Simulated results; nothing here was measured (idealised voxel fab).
Process module heading - voxel self aligned contacts
cross-section cut | 265 nm wide | cells 5 nm
We lay out every cross-section as a grid of square cells and spell it out in bands from the top down, where one band means one or more rows of cells.
Basically the band line says how high the top is and how high the bottom is, in nm, and then what's in it from left to right, every material with its width in nm. Empty space shows up as "air", and if a single material carries "all across" it runs the full band edge to edge.
Basically, 0 is our baseline, since under it the wafer straight out of the box is all one material. The bottom band has no lower end and keeps on going down, so it looks like "0 down".
The notation "30 to 40" denotes a width that varies across the rows of cells in the band, beginning at the first number in the top row, finishing at the second number in the bottom row, and changing by an identical amount from each row to the next.
"all unchanged" -> step changed no cross-section cell.
Entry "Closed void roster" = empty spaces >= 8 cells with no open way to the top; each as width x height at distance, distance from left edge, all nm.
Where a step's line continues beyond its settings, the continuation is a remark by the simulator itself on that step.
overlay nm, on a step with a mask: how far to the right of its planned place the mask lay; to the left if negative

-- Intended process steps
1) RECEIVE,material Si
2) CONFORMAL_DEP,material SiO2,thk nm 5
3) DIRECTIONAL_DEP,material polySi,thk nm 25
4) DIRECTIONAL_DEP,material SiN,thk nm 20
5) DIRECTIONAL_DEP,material aC,thk nm 10
6) PATTERN,tone cover,mask id GATE,material resist,width nm 25,pitch nm 70,thk nm 30,overlay nm -15
7) DIRECTIONAL_ETCH,etch materials aC,depth nm 10
8) STRIP,etch materials resist
9) DIRECTIONAL_ETCH,etch materials SiN,depth nm 20
10) DIRECTIONAL_ETCH,etch materials polySi,depth nm 25
11) STRIP,etch materials aC
12) CONFORMAL_DEP,material SiN,thk nm 10
13) DIRECTIONAL_ETCH,etch materials SiN,depth nm 10
14) FILL_DEP,material SiO2,thk nm 15
15) CMP,height nm 55
16) DIRECTIONAL_DEP,material aC,thk nm 15
17) PATTERN,tone open,mask id CONTACT,material resist,width nm 55,thk nm 35,overlay nm 0
18) DIRECTIONAL_ETCH,etch materials aC,depth nm 15
19) STRIP,etch materials resist
20) DIRECTIONAL_ETCH,etch materials SiO2,depth nm 55
21) STRIP,etch materials aC
22) CONFORMAL_DEP,material TiN,thk nm 5
23) FILL_DEP,material Ru,thk nm 10
24) CMP,height nm 55
25) CONFORMAL_DEP,material SiN,thk nm 5
For clarity, it should be stated that the wafers under discussion commence in an identical condition and differ with respect to the overlay nm of step 6, the plan indicating the value that the first wafer had.

-- Cross-section: the first of several wafers in its as-received state, i.e. following step 1
0 down: Si all across
Closed void roster: none

-- Here is the cross-section of the first of several wafers at the end of the module, after its last step, step 25
60 to 55: SiN all across
55 to 50: 105 nm SiO2  5 nm TiN  15 nm Ru  35 nm TiN  105 nm SiO2
50 to 30: 60 nm SiO2  45 nm SiN  5 nm TiN  15 nm Ru  5 nm TiN  45 nm SiN  90 nm SiO2
30 to 5: 60 nm SiO2  10 nm SiN  25 nm polySi  10 nm SiN  5 nm TiN  15 nm Ru  5 nm TiN  10 nm SiN  25 nm polySi  10 nm SiN  90 nm SiO2
5 to 0: 105 nm SiO2  25 nm TiN  135 nm SiO2
0 down: Si all across
Closed void roster: none

-- Cross-sectional view, end of module, last wafer of several
60 to 55: SiN all across
55 to 50: 105 nm SiO2  35 nm TiN  15 nm Ru  5 nm TiN  105 nm SiO2
50 to 30: 90 nm SiO2  45 nm SiN  5 nm TiN  15 nm Ru  5 nm TiN  45 nm SiN  60 nm SiO2
30 to 5: 90 nm SiO2  10 nm SiN  25 nm polySi  10 nm SiN  5 nm TiN  15 nm Ru  5 nm TiN  10 nm SiN  25 nm polySi  10 nm SiN  60 nm SiO2
5 to 0: 135 nm SiO2  25 nm TiN  105 nm SiO2
0 down: Si all across
Closed void roster: none

-- Every row in this table is a wafer at the end of the module, and it gives, for each of the materials, the cells that wafer has gained (+) or lost (-) since it was received, then its closed voids
overlay nm -15 | +30 Ru | +165 SiN | +360 SiO2 | +31 TiN | +50 polySi | Closed void roster: none
overlay nm -10 | +30 Ru | +165 SiN | +360 SiO2 | +31 TiN | +50 polySi | Closed void roster: none
overlay nm -5 | +30 Ru | +165 SiN | +360 SiO2 | +31 TiN | +50 polySi | Closed void roster: none
overlay nm 0 | +30 Ru | +165 SiN | +360 SiO2 | +31 TiN | +50 polySi | Closed void roster: none
overlay nm 5 | +30 Ru | +165 SiN | +360 SiO2 | +31 TiN | +50 polySi | Closed void roster: none
overlay nm 10 | +30 Ru | +165 SiN | +360 SiO2 | +31 TiN | +50 polySi | Closed void roster: none
overlay nm 15 | +30 Ru | +165 SiN | +360 SiO2 | +31 TiN | +50 polySi | Closed void roster: none
